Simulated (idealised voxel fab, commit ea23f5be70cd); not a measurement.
Process module in this document: voxel quadruple lines
Section shown: cut. Width: 200 nm. Cell size: 5 nm, square.
The cross-sections in this document take the form of a grid made of square cells. They are written out as bands, in order from top to bottom. Each band consists of one or more rows of cells. A band entry consists of two parts. The first gives the height of the band's top and the height of its bottom, in nm. The rest lists the band's materials from left to right, each with its width in nm. A single material labelled with the word "full width" fills the band from edge to edge, and the word "empty" marks empty space. Height datum 0, below which the as-received substrate wafer is one material. Lowest band open at the bottom, running downward: "0 -> down". A width given as "30..40" starts at the first number in the band's top row and ends at the second number in its bottom row, shifting by an equal amount at every step from row to row. The cross-section has no changed cell in any step marked "identical to before". Enclosed voids (no open way to top), threshold 8 cells or more, entry "Listed closed voids", notation width x height at distance, distance from left edge, nm. On a step's line, text after the settings is the simulator commenting on that step. overlay nm: for a step with a mask, the amount by which the mask lay right of where it was planned; a negative amount means left of it.
SO HERE'S THE LINEUP OF PROCESS STEPS WE PLANNED
1. RECEIVE | material Si
2. CONFORMAL_DEP | material Al2O3 | thk nm 10
3. DIRECTIONAL_DEP | material TiN | thk nm 10
4. DIRECTIONAL_DEP | material polySi | thk nm 15
5. DIRECTIONAL_DEP | material aC | thk nm 20
6. PATTERN | tone cover | mask id MANDREL | material resist | width nm 30 | thk nm 30 | overlay nm 0
7. DIRECTIONAL_ETCH | etch materials aC | depth nm 20
8. STRIP | etch materials resist
9. CONFORMAL_DEP | material SiO2 | thk nm 10
10. DIRECTIONAL_ETCH | etch materials SiO2 | depth nm 10
11. STRIP | etch materials aC
12. DIRECTIONAL_ETCH | etch materials polySi | depth nm 15
13. STRIP | etch materials SiO2
14. CONFORMAL_DEP | material SiCN | thk nm 10
15. DIRECTIONAL_ETCH | etch materials SiCN | depth nm 10
16. STRIP | etch materials polySi
17. DIRECTIONAL_ETCH | etch materials TiN | depth nm 10
18. STRIP | etch materials SiCN
INCOMING WAFER IN CROSS-SECTION (STATE: AFTER STEP 1)
    0 -> down = Si full width
    Listed closed voids: none
POST-MODULE CROSS-SECTION: IDENTICAL START AND PLAN TO THOSE ABOVE, ONE MISSTEP IN EXECUTION
    20 -> 15 = empty 65 | TiN 10 | empty 10 | TiN 10 | empty 10 | TiN 10 | empty 10 | TiN 10 | empty 65
    15 -> 10 = TiN full width
    10 -> 0 = Al2O3 full width
    0 -> down = Si full width
    Listed closed voids: none
Nonconformance to the process plan: in deviation from the planned setting, step 17 was conducted as DIRECTIONAL_ETCH | etch materials TiN | depth nm 5
